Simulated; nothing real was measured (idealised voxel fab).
This is a process module. Its name is voxel self aligned vias.
Cross-sectional view cut (width: 300 nm; square cell size: 5 nm).
A cross-section is written here as square cells arranged in a grid, and it is given in bands from the top down, each band taking up one or more rows of cells.
Basically the band line says how high the top is and how high the bottom is, in nm, and then what's in it from left to right, every material with its width in nm. Empty space shows up as "empty", and if a single material carries "edge to edge" it runs the full band edge to edge.
Height is counted from the level 0, under which the received wafer is composed throughout of one material. The lowest of the bands is not closed at the bottom but continues downward, in the notation "0 nm and below".
A width given as "30->40" starts at the first number in the band's top row and ends at the second number in its bottom row, shifting by an equal amount at every step from row to row.
The cross-section has no changed cell in any step marked "no alterations made".
Under "Enclosed empty spaces" you'll find the enclosed gaps, the ones with no way out to the top, that are 8 cells or bigger; each reads width x height at distance, with distance counted from the left edge, everything in nm.
Formally, on a step line, whatever follows the settings is a remark that the simulator itself makes on the step.
On any step carrying a mask, the "overlay nm" setting, if present on the step's line, tells how far right of its planned place the mask lay; negative values point to the left.
The remainder of this document consists of a sequence of paired cross-sections. Each pair presents the cross-section prior to one process step together with the cross-section following it, the latter being rendered only as deep as the lowest band that underwent change. The intervening step, together with its settings, is stated beneath each pair. Because the pairs may originate from different runs of this module on the same starting wafer, a given pair is to be read as continuing from the preceding pair only where its entry headed "Cross-section, before" so indicates.

# Cross-section, before
- 0 nm and below | Si edge to edge
- Enclosed empty spaces: none

# Step Result
- 10 nm to 0 nm | SiO2 edge to edge
- Rest of section, below 0: as before.
- Enclosed empty spaces: none
Step sandwiched between the two cross-sections above: CONFORMAL_DEP, material SiO2, thk nm 10

Cross-section, before: look at the pair above, its after cross-section is where this step starts.

# Step Result
- 15 nm to 10 nm | SiCN edge to edge
- Rest of section, below 10: as before.
- Enclosed empty spaces: none
Step sandwiched between the two cross-sections above: CONFORMAL_DEP, material SiCN, thk nm 5

Cross-section, before: look at the pair above, its after cross-section is where this step starts.

# Step Result
- 45 nm to 15 nm | lowk edge to edge
- Rest of section, below 15: as before.
- Enclosed empty spaces: none
Step sandwiched between the two cross-sections above: DIRECTIONAL_DEP, material lowk, thk nm 30

Cross-section, before: look at the pair above, its after cross-section is where this step starts.

# Step Result
- 45 nm to 15 nm | lowk=70, empty=20, lowk=50, empty=20, lowk=50, empty=20, lowk=70
- Rest of section, below 15: as before.
- Enclosed empty spaces: none
Step sandwiched between the two cross-sections above: MASKED_ETCH, tone open, mask id LINES, width nm 20, pitch nm 70, etch materials lowk, depth nm 30, overlay nm 0

Cross-section, before: look at the pair above, its after cross-section is where this step starts.

# Step Result
- 50 nm to 45 nm | TiN=75, empty=10, TiN=60, empty=10, TiN=60, empty=10, TiN=75
- 45 nm to 20 nm | lowk=70, TiN=5, empty=10, TiN=5, lowk=50, TiN=5, empty=10, TiN=5, lowk=50, TiN=5, empty=10, TiN=5, lowk=70
- 20 nm to 15 nm | lowk=70, TiN=20, lowk=50, TiN=20, lowk=50, TiN=20, lowk=70
- Rest of section, below 15: as before.
- Enclosed empty spaces: none
Step sandwiched between the two cross-sections above: CONFORMAL_DEP, material TiN, thk nm 5

Cross-section, before: look at the pair above, its after cross-section is where this step starts.

# Step Result
- 60 nm to 50 nm | Ru edge to edge
- 50 nm to 45 nm | TiN=75, Ru=10, TiN=60, Ru=10, TiN=60, Ru=10, TiN=75
- 45 nm to 20 nm | lowk=70, TiN=5, Ru=10, TiN=5, lowk=50, TiN=5, Ru=10, TiN=5, lowk=50, TiN=5, Ru=10, TiN=5, lowk=70
- Rest of section, below 20: as before.
- Enclosed empty spaces: none
Step sandwiched between the two cross-sections above: FILL_DEP, material Ru, thk nm 10

Cross-section, before: look at the pair above, its after cross-section is where this step starts.

# Step Result
- 45 nm to 20 nm | lowk=70, TiN=5, Ru=10, TiN=5, lowk=50, TiN=5, Ru=10, TiN=5, lowk=50, TiN=5, Ru=10, TiN=5, lowk=70
- Rest of section, below 20: as before.
- Enclosed empty spaces: none
Step sandwiched between the two cross-sections above: CMP, height nm 45

Cross-section, before: look at the pair above, its after cross-section is where this step starts.

# Step Result
- 45 nm to 35 nm | lowk=70, empty=20, lowk=50, empty=20, lowk=50, empty=20, lowk=70
- Rest of section, below 35: as before.
- Enclosed empty spaces: none
Step sandwiched between the two cross-sections above: SELECTIVE_ETCH, etch materials W Ru TiN, depth nm 10

Cross-section, before: look at the pair above, its after cross-section is where this step starts.

# Step Result
- 50 nm to 45 nm | SiN edge to edge
- 45 nm to 35 nm | lowk=70, SiN=20, lowk=50, SiN=20, lowk=50, SiN=20, lowk=70
- Rest of section, below 35: as before.
- Enclosed empty spaces: none
Step sandwiched between the two cross-sections above: FILL_DEP, material SiN, thk nm 5

Cross-section, before: look at the pair above, its after cross-section is where this step starts.

# Step Result
- 45 nm to 35 nm | lowk=70, SiN=20, lowk=50, SiN=20, lowk=50, SiN=20, lowk=70
- Rest of section, below 35: as before.
- Enclosed empty spaces: none
Step sandwiched between the two cross-sections above: CMP, height nm 45

Cross-section, before: look at the pair above, its after cross-section is where this step starts.

# Step Result
- 65 nm to 45 nm | lowk edge to edge
- Rest of section, below 45: as before.
- Enclosed empty spaces: none
Step sandwiched between the two cross-sections above: DIRECTIONAL_DEP, material lowk, thk nm 20

Cross-section, before: look at the pair above, its after cross-section is where this step starts.

# Step Result
- 80 nm to 65 nm | aC edge to edge
- Rest of section, below 65: as before.
- Enclosed empty spaces: none
Step sandwiched between the two cross-sections above: DIRECTIONAL_DEP, material aC, thk nm 15

Cross-section, before: look at the pair above, its after cross-section is where this step starts.

# Step Result
- 110 nm to 80 nm | resist=60, empty=40, resist=100, empty=40, resist=60
- Rest of section, below 80: as before.
- Enclosed empty spaces: none
Step sandwiched between the two cross-sections above: PATTERN, tone open, mask id VIAS, material resist, width nm 40, pitch nm 140, thk nm 30, overlay nm 0

Cross-section, before: look at the pair above, its after cross-section is where this step starts.

# Step Result
- 95 nm to 80 nm | resist=60, empty=40, resist=100, empty=40, resist=60
- 80 nm to 65 nm | aC=60, empty=40, aC=100, empty=40, aC=60
- Rest of section, below 65: as before.
- Enclosed empty spaces: none
Step sandwiched between the two cross-sections above: DIRECTIONAL_ETCH, etch materials aC, depth nm 15

Cross-section, before: look at the pair above, its after cross-section is where this step starts.

# Step Result
- 80 nm to 65 nm | aC=60, empty=40, aC=100, empty=40, aC=60
- Rest of section, below 65: as before.
- Enclosed empty spaces: none
Step sandwiched between the two cross-sections above: STRIP, etch materials resist

Cross-section, before: look at the pair above, its after cross-section is where this step starts.

# Step Result
- 80 nm to 65 nm | aC=60, empty=40, aC=100, empty=40, aC=60
- 65 nm to 45 nm | lowk=60, empty=40, lowk=100, empty=40, lowk=60
- Rest of section, below 45: as before.
- Enclosed empty spaces: none
Step sandwiched between the two cross-sections above: DIRECTIONAL_ETCH, etch materials lowk, depth nm 20

Cross-section, before: look at the pair above, its after cross-section is where this step starts.

# Step Result
- 80 nm to 65 nm | aC=60, empty=40, aC=100, empty=40, aC=60
- 65 nm to 45 nm | lowk=60, empty=40, lowk=100, empty=40, lowk=60
- 45 nm to 35 nm | lowk=70, empty=20, lowk=50, SiN=20, lowk=50, empty=20, lowk=70
- Rest of section, below 35: as before.
- Enclosed empty spaces: none
Step sandwiched between the two cross-sections above: DIRECTIONAL_ETCH, etch materials SiN, depth nm 10

Cross-section, before: look at the pair above, its after cross-section is where this step starts.

# Step Result
- 65 nm to 45 nm | lowk=60, empty=40, lowk=100, empty=40, lowk=60
- Rest of section, below 45: as before.
- Enclosed empty spaces: none
Step sandwiched between the two cross-sections above: STRIP, etch materials aC

Cross-section, before: look at the pair above, its after cross-section is where this step starts.

# Step Result
- 70 nm to 65 nm | TiN=65, empty=30, TiN=110, empty=30, TiN=65
- 65 nm to 50 nm | lowk=60, TiN=5, empty=30, TiN=5, lowk=100, TiN=5, empty=30, TiN=5, lowk=60
- 50 nm to 45 nm | lowk=60, TiN=15, empty=10, TiN=15, lowk=100, TiN=15, empty=10, TiN=15, lowk=60
- 45 nm to 40 nm | lowk=70, TiN=5, empty=10, TiN=5, lowk=50, SiN=20, lowk=50, TiN=5, empty=10, TiN=5, lowk=70
- 40 nm to 35 nm | lowk=70, TiN=20, lowk=50, SiN=20, lowk=50, TiN=20, lowk=70
- Rest of section, below 35: as before.
- Enclosed empty spaces: none
Step sandwiched between the two cross-sections above: CONFORMAL_DEP, material TiN, thk nm 5

Cross-section, before: look at the pair above, its after cross-section is where this step starts.

# Step Result
- 75 nm to 70 nm | Cu edge to edge
- 70 nm to 65 nm | TiN=65, Cu=30, TiN=110, Cu=30, TiN=65
- 65 nm to 50 nm | lowk=60, TiN=5, Cu=30, TiN=5, lowk=100, TiN=5, Cu=30, TiN=5, lowk=60
- 50 nm to 45 nm | lowk=60, TiN=15, Cu=10, TiN=15, lowk=100, TiN=15, Cu=10, TiN=15, lowk=60
- 45 nm to 40 nm | lowk=70, TiN=5, Cu=10, TiN=5, lowk=50, SiN=20, lowk=50, TiN=5, Cu=10, TiN=5, lowk=70
- Rest of section, below 40: as before.
- Enclosed empty spaces: none
Step sandwiched between the two cross-sections above: FILL_DEP, material Cu, thk nm 5

Cross-section, before: look at the pair above, its after cross-section is where this step starts.

# Step Result
- 65 nm to 50 nm | lowk=60, TiN=5, Cu=30, TiN=5, lowk=100, TiN=5, Cu=30, TiN=5, lowk=60
- Rest of section, below 50: as before.
- Enclosed empty spaces: none
Step sandwiched between the two cross-sections above: CMP, height nm 65

Cross-section, before: look at the pair above, its after cross-section is where this step starts.

# Step Result
- 70 nm to 65 nm | SiCN edge to edge
- Rest of section, below 65: as before.
- Enclosed empty spaces: none
Step sandwiched between the two cross-sections above: CONFORMAL_DEP, material SiCN, thk nm 5

# Cross-section, before
- 10 nm to 0 nm | SiO2 edge to edge
- 0 nm and below | Si edge to edge
- Enclosed empty spaces: none

# Step Result
- 40 nm to 10 nm | lowk edge to edge
- Rest of section, below 10: as before.
- Enclosed empty spaces: none
Step sandwiched between the two cross-sections above: DIRECTIONAL_DEP, material lowk, thk nm 30

Cross-section, before: look at the pair above, its after cross-section is where this step starts.

# Step Result
- 40 nm to 10 nm | lowk=70, empty=20, lowk=50, empty=20, lowk=50, empty=20, lowk=70
- Rest of section, below 10: as before.
- Enclosed empty spaces: none
Step sandwiched between the two cross-sections above: MASKED_ETCH, tone open, mask id LINES, width nm 20, pitch nm 70, etch materials lowk, depth nm 30, overlay nm 0

Cross-section, before: look at the pair above, its after cross-section is where this step starts.

# Step Result
- 45 nm to 40 nm | TiN=75, empty=10, TiN=60, empty=10, TiN=60, empty=10, TiN=75
- 40 nm to 15 nm | lowk=70, TiN=5, empty=10, TiN=5, lowk=50, TiN=5, empty=10, TiN=5, lowk=50, TiN=5, empty=10, TiN=5, lowk=70
- 15 nm to 10 nm | lowk=70, TiN=20, lowk=50, TiN=20, lowk=50, TiN=20, lowk=70
- Rest of section, below 10: as before.
- Enclosed empty spaces: none
Step sandwiched between the two cross-sections above: CONFORMAL_DEP, material TiN, thk nm 5

Cross-section, before: look at the pair above, its after cross-section is where this step starts.

# Step Result
- 55 nm to 45 nm | Ru edge to edge
- 45 nm to 40 nm | TiN=75, Ru=10, TiN=60, Ru=10, TiN=60, Ru=10, TiN=75
- 40 nm to 15 nm | lowk=70, TiN=5, Ru=10, TiN=5, lowk=50, TiN=5, Ru=10, TiN=5, lowk=50, TiN=5, Ru=10, TiN=5, lowk=70
- Rest of section, below 15: as before.
- Enclosed empty spaces: none
Step sandwiched between the two cross-sections above: FILL_DEP, material Ru, thk nm 10

Cross-section, before: look at the pair above, its after cross-section is where this step starts.

# Step Result
- 45 nm to 40 nm | TiN=75, Ru=10, TiN=60, Ru=10, TiN=60, Ru=10, TiN=75
- Rest of section, below 40: as before.
- Enclosed empty spaces: none
Step sandwiched between the two cross-sections above: CMP, height nm 45

Cross-section, before: look at the pair above, its after cross-section is where this step starts.

# Step Result
- 40 nm to 35 nm | lowk=70, empty=20, lowk=50, empty=20, lowk=50, empty=20, lowk=70
- Rest of section, below 35: as before.
- Enclosed empty spaces: none
Step sandwiched between the two cross-sections above: SELECTIVE_ETCH, etch materials W Ru TiN, depth nm 10

Cross-section, before: look at the pair above, its after cross-section is where this step starts.

# Step Result
- 45 nm to 40 nm | SiN edge to edge
- 40 nm to 35 nm | lowk=70, SiN=20, lowk=50, SiN=20, lowk=50, SiN=20, lowk=70
- Rest of section, below 35: as before.
- Enclosed empty spaces: none
Step sandwiched between the two cross-sections above: FILL_DEP, material SiN, thk nm 5

Cross-section, before: look at the pair above, its after cross-section is where this step starts.

# Step Result
- 65 nm to 45 nm | lowk edge to edge
- Rest of section, below 45: as before.
- Enclosed empty spaces: none
Step sandwiched between the two cross-sections above: DIRECTIONAL_DEP, material lowk, thk nm 20

Cross-section, before: look at the pair above, its after cross-section is where this step starts.

# Step Result
- 80 nm to 65 nm | aC edge to edge
- Rest of section, below 65: as before.
- Enclosed empty spaces: none
Step sandwiched between the two cross-sections above: DIRECTIONAL_DEP, material aC, thk nm 15

Cross-section, before: look at the pair above, its after cross-section is where this step starts.

# Step Result
- 110 nm to 80 nm | resist=60, empty=40, resist=100, empty=40, resist=60
- Rest of section, below 80: as before.
- Enclosed empty spaces: none
Step sandwiched between the two cross-sections above: PATTERN, tone open, mask id VIAS, material resist, width nm 40, pitch nm 140, thk nm 30, overlay nm 0

Cross-section, before: look at the pair above, its after cross-section is where this step starts.

# Step Result
- 95 nm to 80 nm | resist=60, empty=40, resist=100, empty=40, resist=60
- 80 nm to 65 nm | aC=60, empty=40, aC=100, empty=40, aC=60
- Rest of section, below 65: as before.
- Enclosed empty spaces: none
Step sandwiched between the two cross-sections above: DIRECTIONAL_ETCH, etch materials aC, depth nm 15

Cross-section, before: look at the pair above, its after cross-section is where this step starts.

# Step Result
- 80 nm to 65 nm | aC=60, empty=40, aC=100, empty=40, aC=60
- Rest of section, below 65: as before.
- Enclosed empty spaces: none
Step sandwiched between the two cross-sections above: STRIP, etch materials resist

Cross-section, before: look at the pair above, its after cross-section is where this step starts.

# Step Result
- 80 nm to 65 nm | aC=60, empty=40, aC=100, empty=40, aC=60
- 65 nm to 45 nm | lowk=60, empty=40, lowk=100, empty=40, lowk=60
- Rest of section, below 45: as before.
- Enclosed empty spaces: none
Step sandwiched between the two cross-sections above: DIRECTIONAL_ETCH, etch materials lowk, depth nm 20

Cross-section, before: look at the pair above, its after cross-section is where this step starts.

# Step Result
- 80 nm to 65 nm | aC=60, empty=40, aC=100, empty=40, aC=60
- 65 nm to 45 nm | lowk=60, empty=40, lowk=100, empty=40, lowk=60
- 45 nm to 40 nm | SiN=60, empty=40, SiN=100, empty=40, SiN=60
- 40 nm to 35 nm | lowk=70, empty=20, lowk=50, SiN=20, lowk=50, empty=20, lowk=70
- Rest of section, below 35: as before.
- Enclosed empty spaces: none
Step sandwiched between the two cross-sections above: DIRECTIONAL_ETCH, etch materials SiN, depth nm 10

Cross-section, before: look at the pair above, its after cross-section is where this step starts.

# Step Result
- 65 nm to 45 nm | lowk=60, empty=40, lowk=100, empty=40, lowk=60
- Rest of section, below 45: as before.
- Enclosed empty spaces: none
Step sandwiched between the two cross-sections above: STRIP, etch materials aC

Cross-section, before: look at the pair above, its after cross-section is where this step starts.

# Step Result
- 70 nm to 65 nm | TiN=65, empty=30, TiN=110, empty=30, TiN=65
- 65 nm to 45 nm | lowk=60, TiN=5, empty=30, TiN=5, lowk=100, TiN=5, empty=30, TiN=5, lowk=60
- 45 nm to 40 nm | SiN=60, TiN=15, empty=10, TiN=15, SiN=100, TiN=15, empty=10, TiN=15, SiN=60
- 40 nm to 35 nm | lowk=70, TiN=20, lowk=50, SiN=20, lowk=50, TiN=20, lowk=70
- Rest of section, below 35: as before.
- Enclosed empty spaces: none
Step sandwiched between the two cross-sections above: CONFORMAL_DEP, material TiN, thk nm 5

Cross-section, before: look at the pair above, its after cross-section is where this step starts.

# Step Result
- 75 nm to 70 nm | Cu edge to edge
- 70 nm to 65 nm | TiN=65, Cu=30, TiN=110, Cu=30, TiN=65
- 65 nm to 45 nm | lowk=60, TiN=5, Cu=30, TiN=5, lowk=100, TiN=5, Cu=30, TiN=5, lowk=60
- 45 nm to 40 nm | SiN=60, TiN=15, Cu=10, TiN=15, SiN=100, TiN=15, Cu=10, TiN=15, SiN=60
- Rest of section, below 40: as before.
- Enclosed empty spaces: none
Step sandwiched between the two cross-sections above: FILL_DEP, material Cu, thk nm 5

Cross-section, before: look at the pair above, its after cross-section is where this step starts.

# Step Result
- 65 nm to 45 nm | lowk=60, TiN=5, Cu=30, TiN=5, lowk=100, TiN=5, Cu=30, TiN=5, lowk=60
- Rest of section, below 45: as before.
- Enclosed empty spaces: none
Step sandwiched between the two cross-sections above: CMP, height nm 65

Cross-section, before: look at the pair above, its after cross-section is where this step starts.

# Step Result
- 70 nm to 65 nm | SiCN edge to edge
- Rest of section, below 65: as before.
- Enclosed empty spaces: none
Step sandwiched between the two cross-sections above: CONFORMAL_DEP, material SiCN, thk nm 5

# Cross-section, before
- 80 nm to 65 nm | aC=60, empty=40, aC=100, empty=40, aC=60
- 65 nm to 45 nm | lowk=60, empty=40, lowk=100, empty=40, lowk=60
- 45 nm to 35 nm | lowk=70, SiN=20, lowk=50, SiN=20, lowk=50, SiN=20, lowk=70
- 35 nm to 20 nm | lowk=70, TiN=5, Ru=10, TiN=5, lowk=50, TiN=5, Ru=10, TiN=5, lowk=50, TiN=5, Ru=10, TiN=5, lowk=70
- 20 nm to 15 nm | lowk=70, TiN=20, lowk=50, TiN=20, lowk=50, TiN=20, lowk=70
- 15 nm to 10 nm | SiCN edge to edge
- 10 nm to 0 nm | SiO2 edge to edge
- 0 nm and below | Si edge to edge
- Enclosed empty spaces: none

# Step Result
- 80 nm to 65 nm | aC=60, empty=40, aC=100, empty=40, aC=60
- 65 nm to 45 nm | lowk=60, empty=40, lowk=100, empty=40, lowk=60
- 45 nm to 35 nm | lowk=60, empty=10, SiN=20, empty=10, lowk=40, SiN=20, lowk=40, empty=10, SiN=20, empty=10, lowk=60
- 35 nm to 25 nm | lowk=60, empty=10, TiN=5, Ru=10, TiN=5, empty=10, lowk=40, TiN=5, Ru=10, TiN=5, lowk=40, empty=10, TiN=5, Ru=10, TiN=5, empty=10, lowk=60
- Rest of section, below 25: as before.
- Enclosed empty spaces: none
Step sandwiched between the two cross-sections above: DIRECTIONAL_ETCH, etch materials lowk, depth nm 20

Cross-section, before: look at the pair above, its after cross-section is where this step starts.

# Step Result
- 80 nm to 65 nm | aC=60, empty=40, aC=100, empty=40, aC=60
- 65 nm to 45 nm | lowk=60, empty=40, lowk=100, empty=40, lowk=60
- 45 nm to 35 nm | lowk=60, empty=40, lowk=40, SiN=20, lowk=40, empty=40, lowk=60
- Rest of section, below 35: as before.
- Enclosed empty spaces: none
Step sandwiched between the two cross-sections above: DIRECTIONAL_ETCH, etch materials SiN, depth nm 10

Cross-section, before: look at the pair above, its after cross-section is where this step starts.

# Step Result
- 65 nm to 45 nm | lowk=60, empty=40, lowk=100, empty=40, lowk=60
- Rest of section, below 45: as before.
- Enclosed empty spaces: none
Step sandwiched between the two cross-sections above: STRIP, etch materials aC

Cross-section, before: look at the pair above, its after cross-section is where this step starts.

# Step Result
- 70 nm to 65 nm | TiN=65, empty=30, TiN=110, empty=30, TiN=65
- 65 nm to 45 nm | lowk=60, TiN=5, empty=30, TiN=5, lowk=100, TiN=5, empty=30, TiN=5, lowk=60
- 45 nm to 40 nm | lowk=60, TiN=5, empty=30, TiN=5, lowk=40, SiN=20, lowk=40, TiN=5, empty=30, TiN=5, lowk=60
- 40 nm to 35 nm | lowk=60, TiN=40, lowk=40, SiN=20, lowk=40, TiN=40, lowk=60
- 35 nm to 25 nm | lowk=60, TiN=15, Ru=10, TiN=15, lowk=40, TiN=5, Ru=10, TiN=5, lowk=40, TiN=15, Ru=10, TiN=15, lowk=60
- Rest of section, below 25: as before.
- Enclosed empty spaces: none
Step sandwiched between the two cross-sections above: CONFORMAL_DEP, material TiN, thk nm 5

Cross-section, before: look at the pair above, its after cross-section is where this step starts.

# Step Result
- 75 nm to 70 nm | Cu edge to edge
- 70 nm to 65 nm | TiN=65, Cu=30, TiN=110, Cu=30, TiN=65
- 65 nm to 45 nm | lowk=60, TiN=5, Cu=30, TiN=5, lowk=100, TiN=5, Cu=30, TiN=5, lowk=60
- 45 nm to 40 nm | lowk=60, TiN=5, Cu=30, TiN=5, lowk=40, SiN=20, lowk=40, TiN=5, Cu=30, TiN=5, lowk=60
- Rest of section, below 40: as before.
- Enclosed empty spaces: none
Step sandwiched between the two cross-sections above: FILL_DEP, material Cu, thk nm 5

Cross-section, before: look at the pair above, its after cross-section is where this step starts.

# Step Result
- 65 nm to 45 nm | lowk=60, TiN=5, Cu=30, TiN=5, lowk=100, TiN=5, Cu=30, TiN=5, lowk=60
- Rest of section, below 45: as before.
- Enclosed empty spaces: none
Step sandwiched between the two cross-sections above: CMP, height nm 65

Cross-section, before: look at the pair above, its after cross-section is where this step starts.

# Step Result
- 70 nm to 65 nm | SiCN edge to edge
- Rest of section, below 65: as before.
- Enclosed empty spaces: none
Step sandwiched between the two cross-sections above: CONFORMAL_DEP, material SiCN, thk nm 5

# Cross-section, before
- 40 nm to 10 nm | lowk edge to edge
- 10 nm to 0 nm | SiO2 edge to edge
- 0 nm and below | Si edge to edge
- Enclosed empty spaces: none

# Step Result
- 45 nm to 40 nm | SiCN edge to edge
- Rest of section, below 40: as before.
- Enclosed empty spaces: none
Step sandwiched between the two cross-sections above: CONFORMAL_DEP, material SiCN, thk nm 5

Cross-section, before: look at the pair above, its after cross-section is where this step starts.

# Step Result
- 50 nm to 45 nm | TiN edge to edge
- Rest of section, below 45: as before.
- Enclosed empty spaces: none
Step sandwiched between the two cross-sections above: CONFORMAL_DEP, material TiN, thk nm 5

Cross-section, before: look at the pair above, its after cross-section is where this step starts.

# Step Result
- 60 nm to 50 nm | Ru edge to edge
- Rest of section, below 50: as before.
- Enclosed empty spaces: none
Step sandwiched between the two cross-sections above: FILL_DEP, material Ru, thk nm 10

Cross-section, before: look at the pair above, its after cross-section is where this step starts.

# Step Result
- 45 nm to 40 nm | SiCN edge to edge
- Rest of section, below 40: as before.
- Enclosed empty spaces: none
Step sandwiched between the two cross-sections above: CMP, height nm 45

Cross-section, before: look at the pair above, its after cross-section is where this step starts.

# Step Result
- 50 nm to 45 nm | SiN edge to edge
- Rest of section, below 45: as before.
- Enclosed empty spaces: none
Step sandwiched between the two cross-sections above: FILL_DEP, material SiN, thk nm 5

Cross-section, before: look at the pair above, its after cross-section is where this step starts.

# Step Result
- 45 nm to 40 nm | SiCN edge to edge
- Rest of section, below 40: as before.
- Enclosed empty spaces: none
Step sandwiched between the two cross-sections above: CMP, height nm 45

Cross-section, before: look at the pair above, its after cross-section is where this step starts.

# Step Result
- 65 nm to 45 nm | lowk edge to edge
- Rest of section, below 45: as before.
- Enclosed empty spaces: none
Step sandwiched between the two cross-sections above: DIRECTIONAL_DEP, material lowk, thk nm 20

Cross-section, before: look at the pair above, its after cross-section is where this step starts.

# Step Result
- 80 nm to 65 nm | aC edge to edge
- Rest of section, below 65: as before.
- Enclosed empty spaces: none
Step sandwiched between the two cross-sections above: DIRECTIONAL_DEP, material aC, thk nm 15

Cross-section, before: look at the pair above, its after cross-section is where this step starts.

# Step Result
- 110 nm to 80 nm | resist=60, empty=40, resist=100, empty=40, resist=60
- Rest of section, below 80: as before.
- Enclosed empty spaces: none
Step sandwiched between the two cross-sections above: PATTERN, tone open, mask id VIAS, material resist, width nm 40, pitch nm 140, thk nm 30, overlay nm 0

Cross-section, before: look at the pair above, its after cross-section is where this step starts.

# Step Result
- 95 nm to 80 nm | resist=60, empty=40, resist=100, empty=40, resist=60
- 80 nm to 65 nm | aC=60, empty=40, aC=100, empty=40, aC=60
- Rest of section, below 65: as before.
- Enclosed empty spaces: none
Step sandwiched between the two cross-sections above: DIRECTIONAL_ETCH, etch materials aC, depth nm 15

Cross-section, before: look at the pair above, its after cross-section is where this step starts.

# Step Result
- 80 nm to 65 nm | aC=60, empty=40, aC=100, empty=40, aC=60
- Rest of section, below 65: as before.
- Enclosed empty spaces: none
Step sandwiched between the two cross-sections above: STRIP, etch materials resist

Cross-section, before: look at the pair above, its after cross-section is where this step starts.

# Step Result
- 80 nm to 65 nm | aC=60, empty=40, aC=100, empty=40, aC=60
- 65 nm to 45 nm | lowk=60, empty=40, lowk=100, empty=40, lowk=60
- Rest of section, below 45: as before.
- Enclosed empty spaces: none
Step sandwiched between the two cross-sections above: DIRECTIONAL_ETCH, etch materials lowk, depth nm 20

Cross-section, before: look at the pair above, its after cross-section is where this step starts.

# Step Result
- 65 nm to 45 nm | lowk=60, empty=40, lowk=100, empty=40, lowk=60
- Rest of section, below 45: as before.
- Enclosed empty spaces: none
Step sandwiched between the two cross-sections above: STRIP, etch materials aC

Cross-section, before: look at the pair above, its after cross-section is where this step starts.

# Step Result
- 70 nm to 65 nm | TiN=65, empty=30, TiN=110, empty=30, TiN=65
- 65 nm to 50 nm | lowk=60, TiN=5, empty=30, TiN=5, lowk=100, TiN=5, empty=30, TiN=5, lowk=60
- 50 nm to 45 nm | lowk=60, TiN=40, lowk=100, TiN=40, lowk=60
- Rest of section, below 45: as before.
- Enclosed empty spaces: none
Step sandwiched between the two cross-sections above: CONFORMAL_DEP, material TiN, thk nm 5

Cross-section, before: look at the pair above, its after cross-section is where this step starts.

# Step Result
- 75 nm to 70 nm | Cu edge to edge
- 70 nm to 65 nm | TiN=65, Cu=30, TiN=110, Cu=30, TiN=65
- 65 nm to 50 nm | lowk=60, TiN=5, Cu=30, TiN=5, lowk=100, TiN=5, Cu=30, TiN=5, lowk=60
- Rest of section, below 50: as before.
- Enclosed empty spaces: none
Step sandwiched between the two cross-sections above: FILL_DEP, material Cu, thk nm 5

Cross-section, before: look at the pair above, its after cross-section is where this step starts.

# Step Result
- 65 nm to 50 nm | lowk=60, TiN=5, Cu=30, TiN=5, lowk=100, TiN=5, Cu=30, TiN=5, lowk=60
- Rest of section, below 50: as before.
- Enclosed empty spaces: none
Step sandwiched between the two cross-sections above: CMP, height nm 65

Cross-section, before: look at the pair above, its after cross-section is where this step starts.

# Step Result
- 70 nm to 65 nm | SiCN edge to edge
- Rest of section, below 65: as before.
- Enclosed empty spaces: none
Step sandwiched between the two cross-sections above: CONFORMAL_DEP, material SiCN, thk nm 5

# Cross-section, before
- 80 nm to 65 nm | aC=60, empty=40, aC=100, empty=40, aC=60
- 65 nm to 45 nm | lowk edge to edge
- 45 nm to 35 nm | lowk=70, SiN=20, lowk=50, SiN=20, lowk=50, SiN=20, lowk=70
- 35 nm to 20 nm | lowk=70, TiN=5, Ru=10, TiN=5, lowk=50, TiN=5, Ru=10, TiN=5, lowk=50, TiN=5, Ru=10, TiN=5, lowk=70
- 20 nm to 15 nm | lowk=70, TiN=20, lowk=50, TiN=20, lowk=50, TiN=20, lowk=70
- 15 nm to 10 nm | SiCN edge to edge
- 10 nm to 0 nm | SiO2 edge to edge
- 0 nm and below | Si edge to edge
- Enclosed empty spaces: none

# Step Result
- 80 nm to 65 nm | aC=60, empty=40, aC=100, empty=40, aC=60
- 65 nm to 45 nm | lowk=60, empty=40, lowk=100, empty=40, lowk=60
- 45 nm to 40 nm | lowk=60, empty=10, SiN=20, empty=10, lowk=40, SiN=20, lowk=40, empty=10, SiN=20, empty=10, lowk=60
- Rest of section, below 40: as before.
- Enclosed empty spaces: none
Step sandwiched between the two cross-sections above: DIRECTIONAL_ETCH, etch materials lowk, depth nm 25

Cross-section, before: look at the pair above, its after cross-section is where this step starts.

# Step Result
- 80 nm to 65 nm | aC=60, empty=40, aC=100, empty=40, aC=60
- 65 nm to 45 nm | lowk=60, empty=40, lowk=100, empty=40, lowk=60
- 45 nm to 35 nm | lowk=60->70, empty=40->20, lowk=40->50, SiN=20, lowk=40->50, empty=40->20, lowk=60->70
- Rest of section, below 35: as before.
- Enclosed empty spaces: none
Step sandwiched between the two cross-sections above: DIRECTIONAL_ETCH, etch materials SiN, depth nm 10

Cross-section, before: look at the pair above, its after cross-section is where this step starts.

# Step Result
- 65 nm to 45 nm | lowk=60, empty=40, lowk=100, empty=40, lowk=60
- Rest of section, below 45: as before.
- Enclosed empty spaces: none
Step sandwiched between the two cross-sections above: STRIP, etch materials aC

Cross-section, before: look at the pair above, its after cross-section is where this step starts.

# Step Result
- 70 nm to 65 nm | TiN=65, empty=30, TiN=110, empty=30, TiN=65
- 65 nm to 45 nm | lowk=60, TiN=5, empty=30, TiN=5, lowk=100, TiN=5, empty=30, TiN=5, lowk=60
- 45 nm to 40 nm | lowk=60, TiN=15, empty=10, TiN=15, lowk=40, SiN=20, lowk=40, TiN=15, empty=10, TiN=15, lowk=60
- 40 nm to 35 nm | lowk=70, TiN=20, lowk=50, SiN=20, lowk=50, TiN=20, lowk=70
- Rest of section, below 35: as before.
- Enclosed empty spaces: none
Step sandwiched between the two cross-sections above: CONFORMAL_DEP, material TiN, thk nm 5

Cross-section, before: look at the pair above, its after cross-section is where this step starts.

# Step Result
- 75 nm to 70 nm | Cu edge to edge
- 70 nm to 65 nm | TiN=65, Cu=30, TiN=110, Cu=30, TiN=65
- 65 nm to 45 nm | lowk=60, TiN=5, Cu=30, TiN=5, lowk=100, TiN=5, Cu=30, TiN=5, lowk=60
- 45 nm to 40 nm | lowk=60, TiN=15, Cu=10, TiN=15, lowk=40, SiN=20, lowk=40, TiN=15, Cu=10, TiN=15, lowk=60
- Rest of section, below 40: as before.
- Enclosed empty spaces: none
Step sandwiched between the two cross-sections above: FILL_DEP, material Cu, thk nm 5

Cross-section, before: look at the pair above, its after cross-section is where this step starts.

# Step Result
- 65 nm to 45 nm | lowk=60, TiN=5, Cu=30, TiN=5, lowk=100, TiN=5, Cu=30, TiN=5, lowk=60
- Rest of section, below 45: as before.
- Enclosed empty spaces: none
Step sandwiched between the two cross-sections above: CMP, height nm 65

Cross-section, before: look at the pair above, its after cross-section is where this step starts.

# Step Result
- 70 nm to 65 nm | SiCN edge to edge
- Rest of section, below 65: as before.
- Enclosed empty spaces: none
Step sandwiched between the two cross-sections above: CONFORMAL_DEP, material SiCN, thk nm 5
